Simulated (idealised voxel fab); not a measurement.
process module | voxel transistor to metal
cross-section cut | 205 nm wide | cells 5 nm
A cross-section is a grid of square cells, given in bands from the top down. A band is one or more rows of cells.
Each band's line starts with the height of the band's top and of its bottom, in nm. Then come its materials from left to right, each with its width in nm. One material with "throughout" fills the band from edge to edge. "air" is empty space.
Height 0 is the level under which the wafer as received is all one material. The lowest band goes on downwards, as in "0 down".
A width such as "30 to 40" changes by the same amount from each row of cells to the next, from the band's top row to its bottom row.
"no change" after a step means that no cell of the cross-section changed.
closed voids: empty space of 8 cells or more with no open way to the top, each as width x height at its distance from the left edge, in nm
after a step's settings: what the simulator itself notes on the step
overlay nm, on a step with a mask: how far to the right of its planned place the mask lay; to the left if negative
plan
1 op RECEIVE | material Si
2 op OXIDIZE | depth nm 5
3 op CONFORMAL_DEP | material SiN | thk nm 15
4 op PATTERN | tone cover | mask id ACTIVE | material resist | width nm 105 | thk nm 20 | overlay nm 0
5 op DIRECTIONAL_ETCH | etch materials SiN | depth nm 15
6 op DIRECTIONAL_ETCH | etch materials SiO2 | depth nm 5
7 op DIRECTIONAL_ETCH | etch materials Si | depth nm 35
8 op STRIP | etch materials resist
9 op FILL_DEP | material SiO2 | thk nm 10
10 op CMP | height nm 15
11 op SELECTIVE_ETCH | etch materials SiO2 | depth nm 15
12 op STRIP | etch materials SiN
13 op SELECTIVE_ETCH | etch materials SiO2 | depth nm 5
14 op OXIDIZE | depth nm 5
15 op DIRECTIONAL_DEP | material polySi | thk nm 20
16 op DIRECTIONAL_DEP | material SiCN | thk nm 15
17 op MASKED_ETCH | tone cover | mask id GATE | width nm 35 | etch materials SiCN | depth nm 25 | overlay nm 0
18 op MASKED_ETCH | tone cover | mask id GATE | width nm 35 | etch materials polySi | depth nm 30 | overlay nm 0
19 op CONFORMAL_DEP | material SiN | thk nm 10
20 op DIRECTIONAL_ETCH | etch materials SiN | depth nm 10
21 op DIRECTIONAL_ETCH | etch materials SiO2 | depth nm 5
22 op DIRECTIONAL_ETCH | etch materials Si | depth nm 10
23 op EPI | material SiGe | thk nm 10
24 op FILL_DEP | material SiO2 | thk nm 5
25 op CMP | height nm 5
26 op STRIP | etch materials polySi
27 op SELECTIVE_ETCH | etch materials SiO2 | depth nm 5
28 op CONFORMAL_DEP | material HfO2 | thk nm 5
29 op CONFORMAL_DEP | material TiN | thk nm 5
30 op FILL_DEP | material W | thk nm 5
31 op CMP | height nm 10
32 op DIRECTIONAL_DEP | material SiO2 | thk nm 10
33 op MASKED_ETCH | tone open | mask id CONTACT | width nm 15 | pitch nm 80 | etch materials SiO2 | depth nm 30 | overlay nm 0
34 op CONFORMAL_DEP | material TiN | thk nm 5
35 op FILL_DEP | material W | thk nm 10
36 op CMP | height nm 20
37 op CONFORMAL_DEP | material SiCN | thk nm 5
38 op DIRECTIONAL_DEP | material SiO2 | thk nm 20
39 op DIRECTIONAL_DEP | material aC | thk nm 15
40 op PATTERN | tone open | mask id METAL_1 | material resist | width nm 15 | pitch nm 80 | thk nm 30 | overlay nm 0
41 op DIRECTIONAL_ETCH | etch materials aC | depth nm 15
42 op STRIP | etch materials resist
43 op DIRECTIONAL_ETCH | etch materials SiO2 | depth nm 20
44 op DIRECTIONAL_ETCH | etch materials SiCN | depth nm 5
45 op STRIP | etch materials aC
46 op CONFORMAL_DEP | material TiN | thk nm 5
47 op FILL_DEP | material W | thk nm 5
48 op CMP | height nm 45
49 op EPI | material Ru | thk nm 5
50 op FILL_DEP | material SiCN | thk nm 5
51 op DIRECTIONAL_DEP | material SiO2 | thk nm 25
52 op DIRECTIONAL_DEP | material aC | thk nm 15
53 op PATTERN | tone open | mask id METAL_2 | material resist | width nm 15 | pitch nm 80 | thk nm 35 | overlay nm 0
54 op DIRECTIONAL_ETCH | etch materials aC | depth nm 15
55 op STRIP | etch materials resist
56 op DIRECTIONAL_ETCH | etch materials SiO2 | depth nm 15
57 op STRIP | etch materials aC
58 op PATTERN | tone open | mask id METAL_2_HOLES | material resist | width nm 15 | pitch nm 80 | thk nm 20 | overlay nm 0
59 op DIRECTIONAL_ETCH | etch materials SiO2 | depth nm 10
60 op DIRECTIONAL_ETCH | etch materials SiCN | depth nm 5
61 op STRIP | etch materials resist
62 op CONFORMAL_DEP | material TiN | thk nm 5
63 op FILL_DEP | material Ru | thk nm 5
64 op CMP | height nm 80
65 op CONFORMAL_DEP | material SiCN | thk nm 5
varied across the wafers: height nm of step 25. The plan shows the first wafer's value. All wafers start alike
first wafer as received, after step 1
  0 down: Si throughout
  closed voids: none
each wafer at the end: cells of each material gained (+) or lost (-) since it was received, then its closed voids
height nm 5 | +51 HfO2 | +20 Ru | -222 Si | +142 SiCN | +28 SiGe | +8 SiN | +559 SiO2 | +95 TiN | +16 W | closed voids: none
height nm 10 | +45 HfO2 | +20 Ru | -222 Si | +142 SiCN | +28 SiGe | +12 SiN | +589 SiO2 | +67 TiN | +16 W | closed voids: none
height nm 15 | +15 HfO2 | +20 Ru | -222 Si | +142 SiCN | +28 SiGe | +12 SiN | +599 SiO2 | +83 TiN | +20 W | closed voids: none
height nm 20 | +20 Ru | -222 Si | +142 SiCN | +28 SiGe | +12 SiN | +608 SiO2 | +74 TiN | +14 W | +21 polySi | closed voids: none
height nm 25 | +20 Ru | -222 Si | +142 SiCN | +28 SiGe | +12 SiN | +608 SiO2 | +74 TiN | +14 W | +21 polySi | closed voids: none
height nm 30 | +20 Ru | -222 Si | +142 SiCN | +28 SiGe | +12 SiN | +608 SiO2 | +74 TiN | +14 W | +21 polySi | closed voids: none
